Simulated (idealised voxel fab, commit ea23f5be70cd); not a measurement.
Title: Process Module voxel ribs on slabs
Section shown: cut. Width: 175 nm. Cell size: 5 nm, square.
A cross-section is written here as square cells arranged in a grid, and it is given in bands from the top down, each band taking up one or more rows of cells.
A band entry consists of two parts. The first gives the height of the band's top and the height of its bottom, in nm. The rest lists the band's materials from left to right, each with its width in nm. A single material labelled with the word "full width" fills the band from edge to edge, and the word "empty" marks empty space.
Height is counted from the level 0, under which the received wafer is composed throughout of one material. The lowest of the bands is not closed at the bottom but continues downward, in the notation "z 0 and below".
A width such as "30 to 40" changes by the same amount from each row of cells to the next, from the band's top row to its bottom row.
Basically "no alterations made" means that step didn't change any cell in the cross-section.
Empty spaces without an open route to the top, at least 8 cells in extent, make up the entry "Closed void entries"; each is given as width x height at distance, where the distance is measured from the left edge, and all are in nm.
Text after the settings on a step's line: the simulator's own remark on that step.
overlay nm: how far to the right of its planned place the mask lay on this masked step (negative: to the left).

Below is the list of planned process steps:
1. RECEIVE | material Si
2. DIRECTIONAL_DEP | material SiO2 | thk nm 20
3. DIRECTIONAL_DEP | material polySi | thk nm 15
4. PATTERN | tone cover | mask id RIB | material resist | width nm 30 | thk nm 20 | overlay nm 0
5. DIRECTIONAL_ETCH | etch materials polySi | depth nm 5
6. STRIP | etch materials resist
7. PATTERN | tone cover | mask id SLAB | material resist | width nm 90 | thk nm 20 | overlay nm 0
8. DIRECTIONAL_ETCH | etch materials polySi | depth nm 10
9. STRIP | etch materials resist
10. FILL_DEP | material SiO2 | thk nm 30
11. CMP | height nm 55
12. DIRECTIONAL_DEP | material TiN | thk nm 10
13. PATTERN | tone cover | mask id HEATER | material resist | width nm 40 | thk nm 20 | overlay nm 0
14. DIRECTIONAL_ETCH | etch materials TiN | depth nm 10
15. STRIP | etch materials resist
16. CONFORMAL_DEP | material SiO2 | thk nm 10

Cross-section, incoming material, after step 1:
- z 0 and below: Si full width
- Closed void entries: none

First wafer of two, sectioned at end of module; run went per plan:
- z 75 to 65: empty: 55 | SiO2: 60 | empty: 60
- z 65 to 55: SiO2: 65 | TiN: 40 | SiO2: 70
- z 55 to 35: SiO2 full width
- z 35 to 30: SiO2: 70 | polySi: 30 | SiO2: 75
- z 30 to 20: SiO2: 40 | polySi: 90 | SiO2: 45
- z 20 to 0: SiO2 full width
- z 0 and below: Si full width
- Closed void entries: none

Second wafer of the two, sectioned at the end of the module. It began like the first and followed the same plan, but one mistake was made while running it:
- z 75 to 65: empty: 55 | SiO2: 60 | empty: 60
- z 65 to 55: SiO2: 65 | TiN: 40 | SiO2: 70
- z 55 to 50: SiO2 full width
- z 50 to 45: SiO2: 70 | polySi: 30 | SiO2: 75
- z 45 to 35: SiO2: 40 | polySi: 90 | SiO2: 45
- z 35 to 20: polySi full width
- z 20 to 0: SiO2 full width
- z 0 and below: Si full width
- Closed void entries: none
Finding, execution versus plan: it should be noted that step 3 of the plan was executed twice
It is noted that, at the conclusion of processing, the second wafer exhibits a higher or lower cell count for certain materials relative to the first: SiO2: 105 fewer, polySi: 105 more
